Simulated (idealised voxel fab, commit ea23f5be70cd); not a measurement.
process module | voxel lift off
cross-section cut | 205 nm wide | cells 5 nm
A cross-section is a grid of square cells, given in bands from the top down. A band is one or more rows of cells.
Each band's line starts with the height of the band's top and of its bottom, in nm. Then come its materials from left to right, each with its width in nm. One material with "throughout" fills the band from edge to edge. "air" is empty space.
Height 0 is the level under which the wafer as received is all one material. The lowest band goes on downwards, as in "0 down".
A width such as "30 to 40" changes by the same amount from each row of cells to the next, from the band's top row to its bottom row.
"no change" after a step means that no cell of the cross-section changed.
closed voids: empty space of 8 cells or more with no open way to the top, each as width x height at its distance from the left edge, in nm
after a step's settings: what the simulator itself notes on the step
overlay nm, on a step with a mask: how far to the right of its planned place the mask lay; to the left if negative
plan
1 op RECEIVE | material Si
2 op CONFORMAL_DEP | material Al2O3 | thk nm 15
3 op PATTERN | tone open | mask id LINES | material resist | width nm 25 | pitch nm 50 | thk nm 20 | overlay nm 0
4 op DIRECTIONAL_DEP | material Ru | thk nm 5
5 op STRIP | etch materials resist
6 op CONFORMAL_DEP | material SiN | thk nm 10
first wafer, as planned
as received, after step 1
  0 down: Si throughout
  closed voids: none
after step 2
  15 to 0: Al2O3 throughout
  below 0: unchanged
after step 3
  35 to 15: resist 65 | air 25 | resist 25 | air 25 | resist 65
  below 15: unchanged
after step 4
  40 to 35: Ru 65 | air 25 | Ru 25 | air 25 | Ru 65
  35 to 20: resist 65 | air 25 | resist 25 | air 25 | resist 65
  20 to 15: resist 65 | Ru 25 | resist 25 | Ru 25 | resist 65
  below 15: unchanged
after step 5
  20 to 15: air 65 | Ru 25 | air 25 | Ru 25 | air 65
  below 15: unchanged
after step 6
  30 to 25: air 55 | SiN 45 | air 5 | SiN 45 | air 55
  25 to 20: SiN throughout
  20 to 15: SiN 65 | Ru 25 | SiN 25 | Ru 25 | SiN 65
  below 15: unchanged
second wafer: like start, like plan, one mistake. Through step 2 it matches the first wafer
when step 3 should have ended
  35 to 15: air 65 | resist 25 | air 25 | resist 25 | air 65
  below 15: unchanged
when step 4 should have ended
  40 to 35: air 65 | Ru 25 | air 25 | Ru 25 | air 65
  35 to 20: air 65 | resist 25 | air 25 | resist 25 | air 65
  20 to 15: Ru 65 | resist 25 | Ru 25 | resist 25 | Ru 65
  below 15: unchanged
when step 5 should have ended
  20 to 15: Ru 65 | air 25 | Ru 25 | air 25 | Ru 65
  below 15: unchanged
when step 6 should have ended
  30 to 25: SiN 75 | air 5 | SiN 45 | air 5 | SiN 75
  25 to 20: SiN throughout
  20 to 15: Ru 65 | SiN 25 | Ru 25 | SiN 25 | Ru 65
  below 15: unchanged
what went wrong: step 3 ran as: op PATTERN | tone cover | mask id LINES | material resist | width nm 25 | pitch nm 50 | thk nm 20 | overlay nm 0
at the end the second wafer has, in cells: 21 more of Ru
